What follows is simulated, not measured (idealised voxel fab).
Documented hereafter: the process module known as voxel wiring stack.
cross-section cut | 165 nm wide | cells 5 nm
Cross-section format: a grid of square cells, given as bands from top to bottom; each band is one or more rows of cells.
Each band's line starts with the height of the band's top and of its bottom, in nm. Then come its materials from left to right, each with its width in nm. One material with "edge to edge" fills the band from edge to edge. "air" is empty space.
Ref level 0: as-received wafer is one material below here. Bottom band extends down with no lower bound ("0 down").
Top row gets the first number, bottom row gets the second, and each row in between changes by the same step: that is how a band width like "30 to 40" works.
For the purposes of this document, the phrase "no alterations made" attached to a step denotes that no cell within the cross-section was modified by that step.
Basically, "Closed empty spaces" tells you about the enclosed voids: empty spaces with no open way to the top, 8 cells or bigger, each written width x height at distance, where distance is from the left edge, all in nm.
Past the settings on a step's line: simulator remark, on that step.
overlay nm: for a step with a mask, the amount by which the mask lay right of where it was planned; a negative amount means left of it.
## Steps planned for the process
1,RECEIVE | material Si
2,CONFORMAL_DEP | material SiO2 | thk nm 15
3,CONFORMAL_DEP | material SiCN | thk nm 5
4,DIRECTIONAL_DEP | material lowk | thk nm 25
5,DIRECTIONAL_DEP | material aC | thk nm 10
6,PATTERN | tone open | mask id METAL_1 | material resist | width nm 25 | pitch nm 40 | thk nm 25 | overlay nm 0
7,DIRECTIONAL_ETCH | etch materials aC | depth nm 10
8,STRIP | etch materials resist
9,DIRECTIONAL_ETCH | etch materials lowk | depth nm 25
10,DIRECTIONAL_ETCH | etch materials SiCN | depth nm 5
11,STRIP | etch materials aC
12,CONFORMAL_DEP | material TiN | thk nm 5
13,FILL_DEP | material Cu | thk nm 10
14,CMP | height nm 45
15,CONFORMAL_DEP | material SiCN | thk nm 5
16,DIRECTIONAL_DEP | material SiO2 | thk nm 20
17,PATTERN | tone open | mask id PLUG_1 | material resist | width nm 15 | pitch nm 40 | thk nm 15 | overlay nm 0
18,DIRECTIONAL_ETCH | etch materials SiO2 | depth nm 20
19,DIRECTIONAL_ETCH | etch materials SiCN | depth nm 5
20,STRIP | etch materials resist
21,EPI | material Ru | thk nm 10
22,EPI | material Ru | thk nm 10
23,EPI | material Ru | thk nm 5
24,CONFORMAL_DEP | material SiCN | thk nm 5
25,DIRECTIONAL_DEP | material SiO2 | thk nm 20
26,DIRECTIONAL_DEP | material aC | thk nm 10
27,PATTERN | tone open | mask id METAL_2 | material resist | width nm 25 | pitch nm 40 | thk nm 25 | overlay nm -15
28,DIRECTIONAL_ETCH | etch materials aC | depth nm 10
29,STRIP | etch materials resist
30,DIRECTIONAL_ETCH | etch materials SiO2 | depth nm 20
31,DIRECTIONAL_ETCH | etch materials SiCN | depth nm 5
32,STRIP | etch materials aC
33,CONFORMAL_DEP | material TiN | thk nm 5
34,FILL_DEP | material W | thk nm 10
35,CMP | height nm 95
36,CONFORMAL_DEP | material SiN | thk nm 5
For clarity, it should be stated that the wafers under discussion commence in an identical condition and differ with respect to the overlay nm of step 27, the plan indicating the value that the first wafer had.
## The first of several wafers as received, shown in cross-section; this is its state after step 1
- 0 down: Si edge to edge
- Closed empty spaces: none
## For your reference, the table is organized with a row per wafer; each row reflects the wafer at the end of the module, indicating for each material the cells gained (+) or lost (-) since receipt, and thereafter its closed voids
overlay nm -15 | +45 Cu | +45 Ru | +60 SiCN | +33 SiN | +267 SiO2 | +84 TiN | +36 W | +90 lowk | Closed empty spaces: none
overlay nm -10 | +45 Cu | +45 Ru | +60 SiCN | +33 SiN | +267 SiO2 | +84 TiN | +36 W | +90 lowk | Closed empty spaces: none
overlay nm -5 | +45 Cu | +45 Ru | +60 SiCN | +33 SiN | +267 SiO2 | +84 TiN | +36 W | +90 lowk | Closed empty spaces: none
overlay nm 0 | +45 Cu | +45 Ru | +60 SiCN | +33 SiN | +267 SiO2 | +84 TiN | +36 W | +90 lowk | Closed empty spaces: none
overlay nm 5 | +45 Cu | +45 Ru | +60 SiCN | +33 SiN | +267 SiO2 | +84 TiN | +36 W | +90 lowk | Closed empty spaces: none
overlay nm 10 | +45 Cu | +45 Ru | +60 SiCN | +33 SiN | +267 SiO2 | +84 TiN | +36 W | +90 lowk | Closed empty spaces: none
overlay nm 15 | +45 Cu | +45 Ru | +60 SiCN | +33 SiN | +267 SiO2 | +84 TiN | +36 W | +90 lowk | Closed empty spaces: none
